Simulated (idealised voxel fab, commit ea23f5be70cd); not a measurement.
Name of the process module below: voxel lift off
Xsec cut, 295 nm wide, square cell size 5 nm.
How to read a cross-section here: the picture is a grid of square cells, written as bands going from the top down, and any band can span one or more rows of cells. What a band's entry tells you: where the top is and where the bottom is, as heights in nm, and after that what lies inside, material by material from left to right, each with its width in nm. Empty space is written as the word "air", and a single material marked with the word "everywhere" occupies the band from edge to edge. All heights in this document are referenced to 0, defined as the level beneath which the wafer, as received, consists entirely of one material. The lowest band is not bounded below; it extends indefinitely downward and is written in the form "top 0, no bottom". The two numbers in a width such as "30->40" mark its ends across the band: the first belongs to the top row of cells, the second to the bottom row, and from each row to the next the width moves by the same amount. "remained the same" after a step means that no cell of the cross-section changed. Voids not open to the top, 8 cells minimum: see "closed voids". Written width x height at distance; distance is from the left edge; nm. If you see something after the settings on a step's line, that's the simulator's own remark about that step. The line of a step may include "overlay nm". On a step with a mask, this value is how far to the right of its planned place the mask lay. A negative value means the mask lay to the left.

THE PLANNED PROCESS STEPS ARE ENUMERATED HEREUNDER
1,RECEIVE,material Si
2,CONFORMAL_DEP,material SiN,thk nm 15
3,PATTERN,tone open,mask id LINES,material resist,width nm 20,pitch nm 35,thk nm 30,overlay nm 0
4,DIRECTIONAL_DEP,material Ru,thk nm 15
5,STRIP,etch materials resist
6,CONFORMAL_DEP,material SiN,thk nm 5

WAFER AT RECEIPT (POST STEP 1), CROSS-SECTION
> top 0, no bottom: Si everywhere
> closed voids: none

SECTIONED VIEW, FIRST OF TWO WAFERS, AT THE CLOSE OF THE MODULE, PROCESSED AS INTENDED IN THE PLAN
> top 35, bottom 30: 115 air, 30 SiN, 5 air, 30 SiN, 115 air
> top 30, bottom 20: 115 air, 5 SiN, 20 Ru, 5 SiN, 5 air, 5 SiN, 20 Ru, 5 SiN, 115 air
> top 20, bottom 15: 120 SiN, 20 Ru, 15 SiN, 20 Ru, 120 SiN
> top 15, bottom 0: SiN everywhere
> top 0, no bottom: Si everywhere
> closed voids: none

END-OF-MODULE CROSS-SECTION OF THE SECOND WAFER: IDENTICAL STARTING POINT AND PROCESS PLAN TO THE FIRST, WITH ONE PROCESSING MISTAKE
> top 35, bottom 30: 125 SiN, 10 air, 25 SiN, 10 air, 125 SiN
> top 30, bottom 20: 120 Ru, 5 SiN, 10 air, 5 SiN, 15 Ru, 5 SiN, 10 air, 5 SiN, 120 Ru
> top 20, bottom 15: 120 Ru, 20 SiN, 15 Ru, 20 SiN, 120 Ru
> top 15, bottom 0: SiN everywhere
> top 0, no bottom: Si everywhere
> closed voids: none
Want to know what went wrong? step 3 changed vs plan, executed as PATTERN,tone cover,mask id LINES,material resist,width nm 20,pitch nm 35,thk nm 30,overlay nm 0
Wafer comparison, final, in cells, second relative to first, materials more or fewer: +129 Ru
